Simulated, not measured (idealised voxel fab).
Process module heading - voxel self aligned contacts
Square cells of 5 nm make up the cross-section cut, whose width is 230 nm.
Cross-sections here: square-cell grids, written as top-down lists of bands, a band being one or more rows of cells. Basically the band line says how high the top is and how high the bottom is, in nm, and then what's in it from left to right, every material with its width in nm. Empty space shows up as "blank", and if a single material carries "all across" it runs the full band edge to edge. Convention: height 0 is the level below which the wafer, as received, is all one material. The lowest band does not terminate at the bottom but continues downward, represented as "from 0 down". So if you see something like "30 to 40" for the width, read it as the top row of the band sitting at the first number and the bottom row at the second, with every row in between moving by the same amount as the last. The cross-section has no changed cell in any step marked "everything unchanged". The entry titled "Sealed-off cavities" provides the empty spaces that have no open way to the top, restricted to those of 8 cells or more. Each is presented as width x height at distance, the distance being measured from the left edge, with all three in nm. That trailing text on a step's line, after the settings, is the simulator's own remark on the step. A step line may carry the setting "overlay nm", which, for steps involving a mask, states the distance by which the mask lay to the right of its intended position; negative values denote displacement to the left.
Listed below are the process steps as planned:
- 1: RECEIVE, material Si
- 2: CONFORMAL_DEP, material SiO2, thk nm 5
- 3: DIRECTIONAL_DEP, material polySi, thk nm 30
- 4: DIRECTIONAL_DEP, material SiN, thk nm 20
- 5: PATTERN, tone cover, mask id GATE, material resist, width nm 35, pitch nm 60, thk nm 15, overlay nm 0
- 6: DIRECTIONAL_ETCH, etch materials SiN, depth nm 20
- 7: DIRECTIONAL_ETCH, etch materials polySi, depth nm 30
- 8: STRIP, etch materials resist
- 9: CONFORMAL_DEP, material SiN, thk nm 5
- 10: DIRECTIONAL_ETCH, etch materials SiN, depth nm 5
- 11: FILL_DEP, material SiO2, thk nm 20
- 12: CMP, height nm 65
- 13: PATTERN, tone open, mask id CONTACT, material resist, width nm 35, thk nm 15, overlay nm 0
- 14: DIRECTIONAL_ETCH, etch materials SiO2, depth nm 65
- 15: STRIP, etch materials resist
- 16: CONFORMAL_DEP, material TiN, thk nm 5
- 17: FILL_DEP, material Ru, thk nm 10
- 18: CMP, height nm 65
- 19: CONFORMAL_DEP, material SiCN, thk nm 5
As-received state of the wafer in cross-section, equivalent to post-step 1:
  from 0 down: Si all across
  Sealed-off cavities: none
Post-module cross-section of the first of two wafers (run per plan):
  from 70 to 65: SiCN all across
  from 65 to 55: 95 SiO2, 5 to 15 TiN, 25 to 5 Ru, 5 to 15 TiN, 100 SiO2
  from 55 to 35: 60 SiO2, 45 SiN, 5 TiN, 5 Ru, 5 TiN, 45 SiN, 65 SiO2
  from 35 to 5: 60 SiO2, 5 SiN, 35 polySi, 5 SiN, 5 TiN, 5 Ru, 5 TiN, 5 SiN, 35 polySi, 5 SiN, 65 SiO2
  from 5 to 0: 105 SiO2, 15 TiN, 110 SiO2
  from 0 down: Si all across
  Sealed-off cavities: none
So this is wafer number two of the two, cut at the end of the module - it started where the first did and had the same plan, we just got one thing wrong running it:
  from 70 to 65: SiCN all across
  from 65 to 60: 95 SiO2, 5 TiN, 25 Ru, 5 TiN, 100 SiO2
  from 60 to 55: 95 SiO2, 35 TiN, 100 SiO2
  from 55 to 35: 55 SiO2, 55 SiN, 5 TiN, 55 SiN, 60 SiO2
  from 35 to 5: 55 SiO2, 5 SiN, 45 polySi, 5 SiN, 5 TiN, 5 SiN, 45 polySi, 5 SiN, 60 SiO2
  from 5 to 0: 110 SiO2, 5 TiN, 115 SiO2
  from 0 down: Si all across
  Sealed-off cavities: none
Deviation from plan: step 5 did not happen as planned, as run it was PATTERN, tone cover, mask id GATE, material resist, width nm 45, pitch nm 60, thk nm 15, overlay nm 0
Wafer comparison, final, in cells, second relative to first, materials more or fewer: -11 Ru; +16 SiN; -18 SiO2; -11 TiN; +24 polySi
